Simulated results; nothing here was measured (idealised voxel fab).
Proc. module: voxel trench capacitor
Square cells of 5 nm make up the cross-section cut, whose width is 225 nm.
Square cells in a grid make up a cross-section in this document, and the grid is given as bands, listed from the top down, each one or more rows of cells.
What a band's entry tells you: where the top is and where the bottom is, as heights in nm, and after that what lies inside, material by material from left to right, each with its width in nm. Empty space is written as the word "air", and a single material marked with the word "full width" occupies the band from edge to edge.
Heads up on the height convention: 0 is the point under which the incoming wafer is all one material, and the lowest band has no bottom, it just keeps going down, like "0 -> down".
Width "30->40": first value at the band's top row of cells, second value at its bottom row, equal change from row to row.
"all unchanged", as given for a step, is the statement that not any cell of the cross-section underwent a change during that step.
Look at "Trapped void list" for the closed voids: empty spaces with no open path to the top, sized 8 cells or up. Each is width x height at distance, distance from the left edge, all nm.
It should be noted that, on the line of a given step, the content following the step's settings is a remark produced by the simulator itself with respect to that step.
If you see "overlay nm" on a step's line and that step has a mask, it's telling you how far right of where it was planned the mask ended up; a negative number means it went left instead.

THE STEPS PLANNED FOR THE PROCESS ARE AS FOLLOWS
1. RECEIVE,material Si
2. CONFORMAL_DEP,material SiN,thk nm 10
3. MASKED_ETCH,tone open,mask id TRENCH,width nm 15,pitch nm 35,etch materials SiN,depth nm 10,overlay nm 0
4. MASKED_ETCH,tone open,mask id TRENCH,width nm 15,pitch nm 35,etch materials Si,depth nm 40,overlay nm 0
5. CONFORMAL_DEP,material Al2O3,thk nm 5
6. FILL_DEP,material polySi,thk nm 10
7. CMP,height nm 10

THIS IS THE CROSS-SECTION OF THE WAFER AS WE RECEIVED IT, I.E. AFTER STEP 1
0 -> down = Si full width
Trapped void list: none

THE MODULE WAS RUN FROM THE START SHOWN ABOVE USING THE PLAN SHOWN ABOVE, BUT ONE MISTAKE WAS MADE DOING IT; THE RESULTING WAFER CROSS-SECTION IS BELOW
10 -> 5 = SiN: 75; Al2O3: 5; polySi: 5; Al2O3: 5; SiN: 20; Al2O3: 5; polySi: 5; Al2O3: 5; SiN: 20; Al2O3: 5; polySi: 5; Al2O3: 5; SiN: 65
5 -> 0 = SiN: 75; Al2O3: 15; SiN: 20; Al2O3: 15; SiN: 20; Al2O3: 15; SiN: 65
0 -> -40 = Si: 75; Al2O3: 10; Si: 25; Al2O3: 10; Si: 25; Al2O3: 10; Si: 70
-40 -> down = Si full width
Trapped void list: none
Finding, execution versus plan: step 3 off recipe, ran as MASKED_ETCH,tone open,mask id TRENCH,width nm 15,pitch nm 35,etch materials SiN,depth nm 10,overlay nm 5
